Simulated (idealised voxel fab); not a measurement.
Module name: voxel capacitor over wiring (process module)
Each square cell in cross-section cut measures 5 nm, and the section as a whole is 220 nm wide.
Format of a cross-section: grid, square cells. Given as bands. Order: top down. Band: one or more rows of cells. Basically the band line says how high the top is and how high the bottom is, in nm, and then what's in it from left to right, every material with its width in nm. Empty space shows up as "blank", and if a single material carries "full width" it runs the full band edge to edge. Note: height 0 marks the level under which the wafer is uniformly one material as received. Lowest band unbounded below, written "top 0, no bottom". The expression "30->40" gives the width at the extremes of the band, the first number at its top row of cells and the second at its bottom row, with the width changing by equal amounts from each row to the next in between. It should be understood that the words "nothing altered", when stated for a given step, signify that the cross-section underwent no change in any of its cells during that step. Closed void entries: empty space of 8 cells or more with no open way to the top, each as width x height at its distance from the left edge, in nm. Text after the settings on a step's line: the simulator's own remark on that step. "overlay nm", when on a step's line for a step with a mask, measures how far to the right of its planned place the mask lay; a negative measure means to the left. Pairs follow: section before one process step, section after it down to the lowest changed band, step with settings underneath. Pairs may come from different runs of this module on the same starting wafer; continuity with the pair above only as stated in the "Before-step section" entry.

-- Before-step section
top 0, no bottom: Si full width
Closed void entries: none

-- Cross-Section Thereafter
top 10, bottom 0: SiO2 full width
Under the height 0 nothing was changed.
Closed void entries: none
Between before and after as drawn above: CONFORMAL_DEP [material SiO2] [thk nm 10]

Before-step section: it's just the after picture from the pair right above this one.

-- Cross-Section Thereafter
top 15, bottom 10: SiN full width
Under the height 10 nothing was changed.
Closed void entries: none
Between before and after as drawn above: CONFORMAL_DEP [material SiN] [thk nm 5]

Before-step section: it's just the after picture from the pair right above this one.

-- Cross-Section Thereafter
top 30, bottom 15: lowk full width
Under the height 15 nothing was changed.
Closed void entries: none
Between before and after as drawn above: DIRECTIONAL_DEP [material lowk] [thk nm 15]

Before-step section: it's just the after picture from the pair right above this one.

-- Cross-Section Thereafter
top 45, bottom 30: resist: 65  blank: 20  resist: 50  blank: 20  resist: 65
Under the height 30 nothing was changed.
Closed void entries: none
Between before and after as drawn above: PATTERN [tone open] [mask id METAL_1] [material resist] [width nm 20] [pitch nm 70] [thk nm 15] [overlay nm 0]

Before-step section: it's just the after picture from the pair right above this one.

-- Cross-Section Thereafter
top 45, bottom 30: resist: 65  blank: 20  resist: 50  blank: 20  resist: 65
top 30, bottom 15: lowk: 65  blank: 20  lowk: 50  blank: 20  lowk: 65
Under the height 15 nothing was changed.
Closed void entries: none
Between before and after as drawn above: DIRECTIONAL_ETCH [etch materials lowk] [depth nm 15]

Before-step section: it's just the after picture from the pair right above this one.

-- Cross-Section Thereafter
top 45, bottom 30: resist: 65  blank: 20  resist: 50  blank: 20  resist: 65
top 30, bottom 15: lowk: 65  blank: 20  lowk: 50  blank: 20  lowk: 65
top 15, bottom 10: SiN: 65  blank: 20  SiN: 50  blank: 20  SiN: 65
Under the height 10 nothing was changed.
Closed void entries: none
Between before and after as drawn above: DIRECTIONAL_ETCH [etch materials SiN] [depth nm 5]

Before-step section: it's just the after picture from the pair right above this one.

-- Cross-Section Thereafter
top 30, bottom 15: lowk: 65  blank: 20  lowk: 50  blank: 20  lowk: 65
Under the height 15 nothing was changed.
Closed void entries: none
Between before and after as drawn above: STRIP [etch materials resist]

Before-step section: it's just the after picture from the pair right above this one.

-- Cross-Section Thereafter
top 35, bottom 30: TiN: 70  blank: 10  TiN: 60  blank: 10  TiN: 70
top 30, bottom 15: lowk: 65  TiN: 5  blank: 10  TiN: 5  lowk: 50  TiN: 5  blank: 10  TiN: 5  lowk: 65
top 15, bottom 10: SiN: 65  TiN: 20  SiN: 50  TiN: 20  SiN: 65
Under the height 10 nothing was changed.
Closed void entries: none
Between before and after as drawn above: CONFORMAL_DEP [material TiN] [thk nm 5]

Before-step section: it's just the after picture from the pair right above this one.

-- Cross-Section Thereafter
top 45, bottom 35: Cu full width
top 35, bottom 30: TiN: 70  Cu: 10  TiN: 60  Cu: 10  TiN: 70
top 30, bottom 15: lowk: 65  TiN: 5  Cu: 10  TiN: 5  lowk: 50  TiN: 5  Cu: 10  TiN: 5  lowk: 65
Under the height 15 nothing was changed.
Closed void entries: none
Between before and after as drawn above: FILL_DEP [material Cu] [thk nm 10]

Before-step section: it's just the after picture from the pair right above this one.

-- Cross-Section Thereafter
top 30, bottom 15: lowk: 65  TiN: 5  Cu: 10  TiN: 5  lowk: 50  TiN: 5  Cu: 10  TiN: 5  lowk: 65
Under the height 15 nothing was changed.
Closed void entries: none
Between before and after as drawn above: CMP [height nm 30]

Before-step section: it's just the after picture from the pair right above this one.

-- Cross-Section Thereafter
top 35, bottom 30: SiCN full width
Under the height 30 nothing was changed.
Closed void entries: none
Between before and after as drawn above: CONFORMAL_DEP [material SiCN] [thk nm 5]

Before-step section: it's just the after picture from the pair right above this one.

-- Cross-Section Thereafter
top 55, bottom 35: lowk full width
Under the height 35 nothing was changed.
Closed void entries: none
Between before and after as drawn above: DIRECTIONAL_DEP [material lowk] [thk nm 20]

Before-step section: it's just the after picture from the pair right above this one.

-- Cross-Section Thereafter
top 65, bottom 55: aC full width
Under the height 55 nothing was changed.
Closed void entries: none
Between before and after as drawn above: DIRECTIONAL_DEP [material aC] [thk nm 10]

Before-step section: it's just the after picture from the pair right above this one.

-- Cross-Section Thereafter
top 95, bottom 65: resist: 70  blank: 15  resist: 135
Under the height 65 nothing was changed.
Closed void entries: none
Between before and after as drawn above: PATTERN [tone open] [mask id PLUG_1] [material resist] [width nm 15] [thk nm 30] [overlay nm 0]

Before-step section: it's just the after picture from the pair right above this one.

-- Cross-Section Thereafter
top 85, bottom 65: resist: 70  blank: 15  resist: 135
top 65, bottom 55: aC: 70  blank: 15  aC: 135
Under the height 55 nothing was changed.
Closed void entries: none
Between before and after as drawn above: DIRECTIONAL_ETCH [etch materials aC] [depth nm 10]

Before-step section: it's just the after picture from the pair right above this one.

-- Cross-Section Thereafter
top 65, bottom 55: aC: 70  blank: 15  aC: 135
Under the height 55 nothing was changed.
Closed void entries: none
Between before and after as drawn above: STRIP [etch materials resist]

Before-step section: it's just the after picture from the pair right above this one.

-- Cross-Section Thereafter
top 65, bottom 55: aC: 70  blank: 15  aC: 135
top 55, bottom 35: lowk: 70  blank: 15  lowk: 135
Under the height 35 nothing was changed.
Closed void entries: none
Between before and after as drawn above: DIRECTIONAL_ETCH [etch materials lowk] [depth nm 20]

Before-step section: it's just the after picture from the pair right above this one.

-- Cross-Section Thereafter
top 65, bottom 55: aC: 70  blank: 15  aC: 135
top 55, bottom 35: lowk: 70  blank: 15  lowk: 135
top 35, bottom 30: SiCN: 70  blank: 15  SiCN: 135
Under the height 30 nothing was changed.
Closed void entries: none
Between before and after as drawn above: DIRECTIONAL_ETCH [etch materials SiCN] [depth nm 5]

Before-step section: it's just the after picture from the pair right above this one.

-- Cross-Section Thereafter
top 55, bottom 35: lowk: 70  blank: 15  lowk: 135
Under the height 35 nothing was changed.
Closed void entries: none
Between before and after as drawn above: STRIP [etch materials aC]

Before-step section: it's just the after picture from the pair right above this one.

-- Cross-Section Thereafter
top 55, bottom 40: lowk: 70  blank: 15  lowk: 135
top 40, bottom 35: lowk: 70  Ru: 15  lowk: 135
top 35, bottom 30: SiCN: 70  Ru: 15  SiCN: 135
Under the height 30 nothing was changed.
Closed void entries: none
Between before and after as drawn above: EPI [material Ru] [thk nm 10]

Before-step section: it's just the after picture from the pair right above this one.

-- Cross-Section Thereafter
top 55, bottom 50: lowk: 70  blank: 15  lowk: 135
top 50, bottom 35: lowk: 70  Ru: 15  lowk: 135
Under the height 35 nothing was changed.
Closed void entries: none
Between before and after as drawn above: EPI [material Ru] [thk nm 10]

Before-step section: it's just the after picture from the pair right above this one.

-- Cross-Section Thereafter
top 55, bottom 35: lowk: 70  Ru: 15  lowk: 135
Under the height 35 nothing was changed.
Closed void entries: none
Between before and after as drawn above: EPI [material Ru] [thk nm 5]

Before-step section: it's just the after picture from the pair right above this one.

-- Cross-Section Thereafter
top 65, bottom 55: TiN full width
Under the height 55 nothing was changed.
Closed void entries: none
Between before and after as drawn above: DIRECTIONAL_DEP [material TiN] [thk nm 10]

Before-step section: it's just the after picture from the pair right above this one.

-- Cross-Section Thereafter
top 70, bottom 65: SiN full width
Under the height 65 nothing was changed.
Closed void entries: none
Between before and after as drawn above: DIRECTIONAL_DEP [material SiN] [thk nm 5]

Before-step section: it's just the after picture from the pair right above this one.

-- Cross-Section Thereafter
top 80, bottom 70: TiN full width
Under the height 70 nothing was changed.
Closed void entries: none
Between before and after as drawn above: DIRECTIONAL_DEP [material TiN] [thk nm 10]

Before-step section: it's just the after picture from the pair right above this one.

-- Cross-Section Thereafter
top 95, bottom 80: blank: 70  resist: 55  blank: 95
Under the height 80 nothing was changed.
Closed void entries: none
Between before and after as drawn above: PATTERN [tone cover] [mask id UPPER_PLATE] [material resist] [width nm 55] [thk nm 15] [overlay nm 0]

Before-step section: it's just the after picture from the pair right above this one.

-- Cross-Section Thereafter
top 95, bottom 80: blank: 70  resist: 55  blank: 95
top 80, bottom 70: blank: 70  TiN: 55  blank: 95
Under the height 70 nothing was changed.
Closed void entries: none
Between before and after as drawn above: DIRECTIONAL_ETCH [etch materials TiN] [depth nm 10]

Before-step section: it's just the after picture from the pair right above this one.

-- Cross-Section Thereafter
top 95, bottom 80: blank: 70  resist: 55  blank: 95
top 80, bottom 70: blank: 70  TiN: 55  blank: 95
top 70, bottom 65: blank: 70  SiN: 55  blank: 95
Under the height 65 nothing was changed.
Closed void entries: none
Between before and after as drawn above: DIRECTIONAL_ETCH [etch materials SiN] [depth nm 5]

Before-step section: it's just the after picture from the pair right above this one.

-- Cross-Section Thereafter
top 80, bottom 70: blank: 70  TiN: 55  blank: 95
Under the height 70 nothing was changed.
Closed void entries: none
Between before and after as drawn above: STRIP [etch materials resist]

Before-step section: it's just the after picture from the pair right above this one.

-- Cross-Section Thereafter
top 80, bottom 70: blank: 70  TiN: 55  blank: 95
top 70, bottom 65: blank: 70  SiN: 55  blank: 95
top 65, bottom 55: blank: 65  TiN: 65  blank: 90
Under the height 55 nothing was changed.
Closed void entries: none
Between before and after as drawn above: MASKED_ETCH [tone cover] [mask id LOWER_PLATE] [width nm 65] [etch materials TiN] [depth nm 10] [overlay nm 0]

Before-step section: it's just the after picture from the pair right above this one.

-- Cross-Section Thereafter
top 95, bottom 80: SiO2 full width
top 80, bottom 70: SiO2: 70  TiN: 55  SiO2: 95
top 70, bottom 65: SiO2: 70  SiN: 55  SiO2: 95
top 65, bottom 55: SiO2: 65  TiN: 65  SiO2: 90
Under the height 55 nothing was changed.
Closed void entries: none
Between before and after as drawn above: FILL_DEP [material SiO2] [thk nm 15]

Before-step section: it's just the after picture from the pair right above this one.

-- Cross-Section Thereafter
top 90, bottom 80: SiO2 full width
Under the height 80 nothing was changed.
Closed void entries: none
Between before and after as drawn above: CMP [height nm 90]

Before-step section: it's just the after picture from the pair right above this one.

-- Cross-Section Thereafter
top 105, bottom 90: aC full width
Under the height 90 nothing was changed.
Closed void entries: none
Between before and after as drawn above: DIRECTIONAL_DEP [material aC] [thk nm 15]

Before-step section: it's just the after picture from the pair right above this one.

-- Cross-Section Thereafter
top 135, bottom 105: resist: 80  blank: 15  resist: 125
Under the height 105 nothing was changed.
Closed void entries: none
Between before and after as drawn above: PATTERN [tone open] [mask id PLUG_2] [material resist] [width nm 15] [thk nm 30] [overlay nm 0]

Before-step section: it's just the after picture from the pair right above this one.

-- Cross-Section Thereafter
top 120, bottom 105: resist: 80  blank: 15  resist: 125
top 105, bottom 90: aC: 80  blank: 15  aC: 125
Under the height 90 nothing was changed.
Closed void entries: none
Between before and after as drawn above: DIRECTIONAL_ETCH [etch materials aC] [depth nm 15]

Before-step section: it's just the after picture from the pair right above this one.

-- Cross-Section Thereafter
top 105, bottom 90: aC: 80  blank: 15  aC: 125
Under the height 90 nothing was changed.
Closed void entries: none
Between before and after as drawn above: STRIP [etch materials resist]

Before-step section: it's just the after picture from the pair right above this one.

-- Cross-Section Thereafter
top 105, bottom 90: aC: 80  blank: 15  aC: 125
top 90, bottom 80: SiO2: 80  blank: 15  SiO2: 125
Under the height 80 nothing was changed.
Closed void entries: none
Between before and after as drawn above: DIRECTIONAL_ETCH [etch materials SiO2] [depth nm 10]

Before-step section: it's just the after picture from the pair right above this one.

-- Cross-Section Thereafter
top 90, bottom 80: SiO2: 80  blank: 15  SiO2: 125
Under the height 80 nothing was changed.
Closed void entries: none
Between before and after as drawn above: STRIP [etch materials aC]

Before-step section: it's just the after picture from the pair right above this one.

-- Cross-Section Thereafter
top 95, bottom 90: TiN: 85  blank: 5  TiN: 130
top 90, bottom 85: SiO2: 80  TiN: 5  blank: 5  TiN: 5  SiO2: 125
top 85, bottom 80: SiO2: 80  TiN: 15  SiO2: 125
Under the height 80 nothing was changed.
Closed void entries: none
Between before and after as drawn above: CONFORMAL_DEP [material TiN] [thk nm 5]

Before-step section: it's just the after picture from the pair right above this one.

-- Cross-Section Thereafter
top 100, bottom 95: Cu full width
top 95, bottom 90: TiN: 85  Cu: 5  TiN: 130
top 90, bottom 85: SiO2: 80  TiN: 5  Cu: 5  TiN: 5  SiO2: 125
Under the height 85 nothing was changed.
Closed void entries: none
Between before and after as drawn above: FILL_DEP [material Cu] [thk nm 5]

Before-step section: it's just the after picture from the pair right above this one.

-- Cross-Section Thereafter
top 90, bottom 85: SiO2: 80  TiN: 5  Cu: 5  TiN: 5  SiO2: 125
Under the height 85 nothing was changed.
Closed void entries: none
Between before and after as drawn above: CMP [height nm 90]

Before-step section: it's just the after picture from the pair right above this one.

-- Cross-Section Thereafter
top 95, bottom 90: SiCN full width
Under the height 90 nothing was changed.
Closed void entries: none
Between before and after as drawn above: CONFORMAL_DEP [material SiCN] [thk nm 5]

-- Before-step section
top 65, bottom 55: TiN full width
top 55, bottom 35: lowk: 70  Ru: 15  lowk: 135
top 35, bottom 30: SiCN: 70  Ru: 15  SiCN: 135
top 30, bottom 15: lowk: 65  TiN: 5  Cu: 10  TiN: 5  lowk: 50  TiN: 5  Cu: 10  TiN: 5  lowk: 65
top 15, bottom 10: SiN: 65  TiN: 20  SiN: 50  TiN: 20  SiN: 65
top 10, bottom 0: SiO2 full width
top 0, no bottom: Si full width
Closed void entries: none

-- Cross-Section Thereafter
top 75, bottom 55: TiN full width
Under the height 55 nothing was changed.
Closed void entries: none
Between before and after as drawn above: DIRECTIONAL_DEP [material TiN] [thk nm 10]

Before-step section: it's just the after picture from the pair right above this one.

-- Cross-Section Thereafter
top 90, bottom 75: blank: 70  resist: 55  blank: 95
Under the height 75 nothing was changed.
Closed void entries: none
Between before and after as drawn above: PATTERN [tone cover] [mask id UPPER_PLATE] [material resist] [width nm 55] [thk nm 15] [overlay nm 0]

Before-step section: it's just the after picture from the pair right above this one.

-- Cross-Section Thereafter
top 90, bottom 75: blank: 70  resist: 55  blank: 95
top 75, bottom 65: blank: 70  TiN: 55  blank: 95
Under the height 65 nothing was changed.
Closed void entries: none
Between before and after as drawn above: DIRECTIONAL_ETCH [etch materials TiN] [depth nm 10]

Before-step section: it's just the after picture from the pair right above this one.

-- Cross-Section Thereafter
top 75, bottom 65: blank: 70  TiN: 55  blank: 95
Under the height 65 nothing was changed.
Closed void entries: none
Between before and after as drawn above: STRIP [etch materials resist]

Before-step section: it's just the after picture from the pair right above this one.

-- Cross-Section Thereafter
top 75, bottom 65: blank: 70  TiN: 55  blank: 95
top 65, bottom 55: blank: 65  TiN: 65  blank: 90
Under the height 55 nothing was changed.
Closed void entries: none
Between before and after as drawn above: MASKED_ETCH [tone cover] [mask id LOWER_PLATE] [width nm 65] [etch materials TiN] [depth nm 10] [overlay nm 0]

Before-step section: it's just the after picture from the pair right above this one.

-- Cross-Section Thereafter
top 90, bottom 75: SiO2 full width
top 75, bottom 65: SiO2: 70  TiN: 55  SiO2: 95
top 65, bottom 55: SiO2: 65  TiN: 65  SiO2: 90
Under the height 55 nothing was changed.
Closed void entries: none
Between before and after as drawn above: FILL_DEP [material SiO2] [thk nm 15]

Before-step section: it's just the after picture from the pair right above this one.

-- Cross-Section Thereafter
top 105, bottom 90: aC full width
Under the height 90 nothing was changed.
Closed void entries: none
Between before and after as drawn above: DIRECTIONAL_DEP [material aC] [thk nm 15]

Before-step section: it's just the after picture from the pair right above this one.

-- Cross-Section Thereafter
top 135, bottom 105: resist: 80  blank: 15  resist: 125
Under the height 105 nothing was changed.
Closed void entries: none
Between before and after as drawn above: PATTERN [tone open] [mask id PLUG_2] [material resist] [width nm 15] [thk nm 30] [overlay nm 0]

Before-step section: it's just the after picture from the pair right above this one.

-- Cross-Section Thereafter
top 120, bottom 105: resist: 80  blank: 15  resist: 125
top 105, bottom 90: aC: 80  blank: 15  aC: 125
Under the height 90 nothing was changed.
Closed void entries: none
Between before and after as drawn above: DIRECTIONAL_ETCH [etch materials aC] [depth nm 15]

Before-step section: it's just the after picture from the pair right above this one.

-- Cross-Section Thereafter
top 105, bottom 90: aC: 80  blank: 15  aC: 125
Under the height 90 nothing was changed.
Closed void entries: none
Between before and after as drawn above: STRIP [etch materials resist]

Before-step section: it's just the after picture from the pair right above this one.

-- Cross-Section Thereafter
top 105, bottom 90: aC: 80  blank: 15  aC: 125
top 90, bottom 80: SiO2: 80  blank: 15  SiO2: 125
Under the height 80 nothing was changed.
Closed void entries: none
Between before and after as drawn above: DIRECTIONAL_ETCH [etch materials SiO2] [depth nm 10]

Before-step section: it's just the after picture from the pair right above this one.

-- Cross-Section Thereafter
top 90, bottom 80: SiO2: 80  blank: 15  SiO2: 125
Under the height 80 nothing was changed.
Closed void entries: none
Between before and after as drawn above: STRIP [etch materials aC]

Before-step section: it's just the after picture from the pair right above this one.

-- Cross-Section Thereafter
top 95, bottom 90: TiN: 85  blank: 5  TiN: 130
top 90, bottom 85: SiO2: 80  TiN: 5  blank: 5  TiN: 5  SiO2: 125
top 85, bottom 80: SiO2: 80  TiN: 15  SiO2: 125
Under the height 80 nothing was changed.
Closed void entries: none
Between before and after as drawn above: CONFORMAL_DEP [material TiN] [thk nm 5]

Before-step section: it's just the after picture from the pair right above this one.

-- Cross-Section Thereafter
top 100, bottom 95: Cu full width
top 95, bottom 90: TiN: 85  Cu: 5  TiN: 130
top 90, bottom 85: SiO2: 80  TiN: 5  Cu: 5  TiN: 5  SiO2: 125
Under the height 85 nothing was changed.
Closed void entries: none
Between before and after as drawn above: FILL_DEP [material Cu] [thk nm 5]

Before-step section: it's just the after picture from the pair right above this one.

-- Cross-Section Thereafter
top 90, bottom 85: SiO2: 80  TiN: 5  Cu: 5  TiN: 5  SiO2: 125
Under the height 85 nothing was changed.
Closed void entries: none
Between before and after as drawn above: CMP [height nm 90]

Before-step section: it's just the after picture from the pair right above this one.

-- Cross-Section Thereafter
top 95, bottom 90: SiCN full width
Under the height 90 nothing was changed.
Closed void entries: none
Between before and after as drawn above: CONFORMAL_DEP [material SiCN] [thk nm 5]

-- Before-step section
top 55, bottom 35: lowk full width
top 35, bottom 30: SiCN full width
top 30, bottom 15: lowk: 65  TiN: 5  Cu: 10  TiN: 5  lowk: 50  TiN: 5  Cu: 10  TiN: 5  lowk: 65
top 15, bottom 10: SiN: 65  TiN: 20  SiN: 50  TiN: 20  SiN: 65
top 10, bottom 0: SiO2 full width
top 0, no bottom: Si full width
Closed void entries: none

-- Cross-Section Thereafter
top 75, bottom 35: lowk full width
Under the height 35 nothing was changed.
Closed void entries: none
Between before and after as drawn above: DIRECTIONAL_DEP [material lowk] [thk nm 20]

Before-step section: it's just the after picture from the pair right above this one.

-- Cross-Section Thereafter
top 85, bottom 75: aC full width
Under the height 75 nothing was changed.
Closed void entries: none
Between before and after as drawn above: DIRECTIONAL_DEP [material aC] [thk nm 10]

Before-step section: it's just the after picture from the pair right above this one.

-- Cross-Section Thereafter
top 115, bottom 85: resist: 70  blank: 15  resist: 135
Under the height 85 nothing was changed.
Closed void entries: none
Between before and after as drawn above: PATTERN [tone open] [mask id PLUG_1] [material resist] [width nm 15] [thk nm 30] [overlay nm 0]

Before-step section: it's just the after picture from the pair right above this one.

-- Cross-Section Thereafter
top 105, bottom 85: resist: 70  blank: 15  resist: 135
top 85, bottom 75: aC: 70  blank: 15  aC: 135
Under the height 75 nothing was changed.
Closed void entries: none
Between before and after as drawn above: DIRECTIONAL_ETCH [etch materials aC] [depth nm 10]

Before-step section: it's just the after picture from the pair right above this one.

-- Cross-Section Thereafter
top 85, bottom 75: aC: 70  blank: 15  aC: 135
Under the height 75 nothing was changed.
Closed void entries: none
Between before and after as drawn above: STRIP [etch materials resist]

Before-step section: it's just the after picture from the pair right above this one.

-- Cross-Section Thereafter
top 85, bottom 75: aC: 70  blank: 15  aC: 135
top 75, bottom 55: lowk: 70  blank: 15  lowk: 135
Under the height 55 nothing was changed.
Closed void entries: none
Between before and after as drawn above: DIRECTIONAL_ETCH [etch materials lowk] [depth nm 20]

Before-step section: it's just the after picture from the pair right above this one.

-- Cross-Section Thereafter
top 75, bottom 55: lowk: 70  blank: 15  lowk: 135
Under the height 55 nothing was changed.
Closed void entries: none
Between before and after as drawn above: STRIP [etch materials aC]

Before-step section: it's just the after picture from the pair right above this one.

-- Cross-Section Thereafter
top 85, bottom 75: TiN: 70  blank: 15  TiN: 135
top 75, bottom 65: lowk: 70  blank: 15  lowk: 135
top 65, bottom 55: lowk: 70  TiN: 15  lowk: 135
Under the height 55 nothing was changed.
Closed void entries: none
Between before and after as drawn above: DIRECTIONAL_DEP [material TiN] [thk nm 10]

Before-step section: it's just the after picture from the pair right above this one.

-- Cross-Section Thereafter
top 90, bottom 85: SiN: 70  blank: 15  SiN: 135
top 85, bottom 75: TiN: 70  blank: 15  TiN: 135
top 75, bottom 70: lowk: 70  blank: 15  lowk: 135
top 70, bottom 65: lowk: 70  SiN: 15  lowk: 135
Under the height 65 nothing was changed.
Closed void entries: none
Between before and after as drawn above: DIRECTIONAL_DEP [material SiN] [thk nm 5]

Before-step section: it's just the after picture from the pair right above this one.

-- Cross-Section Thereafter
top 100, bottom 90: TiN: 70  blank: 15  TiN: 135
top 90, bottom 85: SiN: 70  blank: 15  SiN: 135
top 85, bottom 80: TiN: 70  blank: 15  TiN: 135
top 80, bottom 75: TiN full width
top 75, bottom 70: lowk: 70  TiN: 15  lowk: 135
Under the height 70 nothing was changed.
Closed void entries: none
Between before and after as drawn above: DIRECTIONAL_DEP [material TiN] [thk nm 10]

Before-step section: it's just the after picture from the pair right above this one.

-- Cross-Section Thereafter
top 115, bottom 100: blank: 70  resist: 55  blank: 95
top 100, bottom 90: TiN: 70  resist: 15  TiN: 135
top 90, bottom 85: SiN: 70  resist: 15  SiN: 135
top 85, bottom 80: TiN: 70  resist: 15  TiN: 135
Under the height 80 nothing was changed.
Closed void entries: none
Between before and after as drawn above: PATTERN [tone cover] [mask id UPPER_PLATE] [material resist] [width nm 55] [thk nm 15] [overlay nm 0]

Before-step section: it's just the after picture from the pair right above this one.

-- Cross-Section Thereafter
top 115, bottom 100: blank: 70  resist: 55  blank: 95
top 100, bottom 90: blank: 70  resist: 15  TiN: 40  blank: 95
Under the height 90 nothing was changed.
Closed void entries: none
Between before and after as drawn above: DIRECTIONAL_ETCH [etch materials TiN] [depth nm 10]

Before-step section: it's just the after picture from the pair right above this one.

-- Cross-Section Thereafter
top 115, bottom 100: blank: 70  resist: 55  blank: 95
top 100, bottom 90: blank: 70  resist: 15  TiN: 40  blank: 95
top 90, bottom 85: blank: 70  resist: 15  SiN: 40  blank: 95
Under the height 85 nothing was changed.
Closed void entries: none
Between before and after as drawn above: DIRECTIONAL_ETCH [etch materials SiN] [depth nm 5]

Before-step section: it's just the after picture from the pair right above this one.

-- Cross-Section Thereafter
top 100, bottom 90: blank: 85  TiN: 40  blank: 95
top 90, bottom 85: blank: 85  SiN: 40  blank: 95
top 85, bottom 80: TiN: 70  blank: 15  TiN: 135
Under the height 80 nothing was changed.
Closed void entries: none
Between before and after as drawn above: STRIP [etch materials resist]

Before-step section: it's just the after picture from the pair right above this one.

-- Cross-Section Thereafter
top 100, bottom 90: blank: 85  TiN: 40  blank: 95
top 90, bottom 85: blank: 85  SiN: 40  blank: 95
top 85, bottom 80: blank: 65  TiN: 5  blank: 15  TiN: 45  blank: 90
top 80, bottom 75: blank: 65  TiN: 65  blank: 90
Under the height 75 nothing was changed.
Closed void entries: none
Between before and after as drawn above: MASKED_ETCH [tone cover] [mask id LOWER_PLATE] [width nm 65] [etch materials TiN] [depth nm 10] [overlay nm 0]

Before-step section: it's just the after picture from the pair right above this one.

-- Cross-Section Thereafter
top 115, bottom 100: SiO2 full width
top 100, bottom 90: SiO2: 85  TiN: 40  SiO2: 95
top 90, bottom 85: SiO2: 85  SiN: 40  SiO2: 95
top 85, bottom 80: SiO2: 65  TiN: 5  SiO2: 15  TiN: 45  SiO2: 90
top 80, bottom 75: SiO2: 65  TiN: 65  SiO2: 90
Under the height 75 nothing was changed.
Closed void entries: none
Between before and after as drawn above: FILL_DEP [material SiO2] [thk nm 15]

Before-step section: it's just the after picture from the pair right above this one.

-- Cross-Section Thereafter
top 90, bottom 85: SiO2: 85  SiN: 40  SiO2: 95
Under the height 85 nothing was changed.
Closed void entries: none
Between before and after as drawn above: CMP [height nm 90]

Before-step section: it's just the after picture from the pair right above this one.

-- Cross-Section Thereafter
top 105, bottom 90: aC full width
Under the height 90 nothing was changed.
Closed void entries: none
Between before and after as drawn above: DIRECTIONAL_DEP [material aC] [thk nm 15]

Before-step section: it's just the after picture from the pair right above this one.

-- Cross-Section Thereafter
top 135, bottom 105: resist: 80  blank: 15  resist: 125
Under the height 105 nothing was changed.
Closed void entries: none
Between before and after as drawn above: PATTERN [tone open] [mask id PLUG_2] [material resist] [width nm 15] [thk nm 30] [overlay nm 0]

Before-step section: it's just the after picture from the pair right above this one.

-- Cross-Section Thereafter
top 120, bottom 105: resist: 80  blank: 15  resist: 125
top 105, bottom 90: aC: 80  blank: 15  aC: 125
Under the height 90 nothing was changed.
Closed void entries: none
Between before and after as drawn above: DIRECTIONAL_ETCH [etch materials aC] [depth nm 15]

Before-step section: it's just the after picture from the pair right above this one.

-- Cross-Section Thereafter
top 105, bottom 90: aC: 80  blank: 15  aC: 125
Under the height 90 nothing was changed.
Closed void entries: none
Between before and after as drawn above: STRIP [etch materials resist]

Before-step section: it's just the after picture from the pair right above this one.

-- Cross-Section Thereafter
top 105, bottom 90: aC: 80  blank: 15  aC: 125
top 90, bottom 85: SiO2: 80  blank: 5  SiN: 40  SiO2: 95
top 85, bottom 80: SiO2: 65  TiN: 5  SiO2: 10  blank: 5  TiN: 45  SiO2: 90
Under the height 80 nothing was changed.
Closed void entries: none
Between before and after as drawn above: DIRECTIONAL_ETCH [etch materials SiO2] [depth nm 10]

Before-step section: it's just the after picture from the pair right above this one.

-- Cross-Section Thereafter
top 90, bottom 85: SiO2: 80  blank: 5  SiN: 40  SiO2: 95
Under the height 85 nothing was changed.
Closed void entries: none
Between before and after as drawn above: STRIP [etch materials aC]

Before-step section: it's just the after picture from the pair right above this one.

-- Cross-Section Thereafter
top 95, bottom 90: TiN full width
top 90, bottom 85: SiO2: 80  TiN: 5  SiN: 40  SiO2: 95
top 85, bottom 80: SiO2: 65  TiN: 5  SiO2: 10  TiN: 50  SiO2: 90
Under the height 80 nothing was changed.
Closed void entries: none
Between before and after as drawn above: CONFORMAL_DEP [material TiN] [thk nm 5]

Before-step section: it's just the after picture from the pair right above this one.

-- Cross-Section Thereafter
top 100, bottom 95: Cu full width
Under the height 95 nothing was changed.
Closed void entries: none
Between before and after as drawn above: FILL_DEP [material Cu] [thk nm 5]

Before-step section: it's just the after picture from the pair right above this one.

-- Cross-Section Thereafter
top 90, bottom 85: SiO2: 80  TiN: 5  SiN: 40  SiO2: 95
Under the height 85 nothing was changed.
Closed void entries: none
Between before and after as drawn above: CMP [height nm 90]

Before-step section: it's just the after picture from the pair right above this one.

-- Cross-Section Thereafter
top 95, bottom 90: SiCN full width
Under the height 90 nothing was changed.
Closed void entries: none
Between before and after as drawn above: CONFORMAL_DEP [material SiCN] [thk nm 5]

-- Before-step section
top 55, bottom 35: lowk: 70  Ru: 15  lowk: 135
top 35, bottom 30: SiCN: 70  Ru: 15  SiCN: 135
top 30, bottom 15: lowk: 65  TiN: 5  Cu: 10  TiN: 5  lowk: 50  TiN: 5  Cu: 10  TiN: 5  lowk: 65
top 15, bottom 10: SiN: 65  TiN: 20  SiN: 50  TiN: 20  SiN: 65
top 10, bottom 0: SiO2 full width
top 0, no bottom: Si full width
Closed void entries: none

-- Cross-Section Thereafter
top 60, bottom 55: SiN full width
Under the height 55 nothing was changed.
Closed void entries: none
Between before and after as drawn above: DIRECTIONAL_DEP [material SiN] [thk nm 5]

Before-step section: it's just the after picture from the pair right above this one.

-- Cross-Section Thereafter
top 70, bottom 60: TiN full width
Under the height 60 nothing was changed.
Closed void entries: none
Between before and after as drawn above: DIRECTIONAL_DEP [material TiN] [thk nm 10]

Before-step section: it's just the after picture from the pair right above this one.

-- Cross-Section Thereafter
top 80, bottom 60: TiN full width
Under the height 60 nothing was changed.
Closed void entries: none
Between before and after as drawn above: DIRECTIONAL_DEP [material TiN] [thk nm 10]

Before-step section: it's just the after picture from the pair right above this one.

-- Cross-Section Thereafter
top 95, bottom 80: blank: 70  resist: 55  blank: 95
Under the height 80 nothing was changed.
Closed void entries: none
Between before and after as drawn above: PATTERN [tone cover] [mask id UPPER_PLATE] [material resist] [width nm 55] [thk nm 15] [overlay nm 0]

Before-step section: it's just the after picture from the pair right above this one.

-- Cross-Section Thereafter
top 95, bottom 80: blank: 70  resist: 55  blank: 95
top 80, bottom 70: blank: 70  TiN: 55  blank: 95
Under the height 70 nothing was changed.
Closed void entries: none
Between before and after as drawn above: DIRECTIONAL_ETCH [etch materials TiN] [depth nm 10]

Before-step section: it's just the after picture from the pair right above this one.

-- Cross-Section Thereafter
top 80, bottom 70: blank: 70  TiN: 55  blank: 95
Under the height 70 nothing was changed.
Closed void entries: none
Between before and after as drawn above: STRIP [etch materials resist]
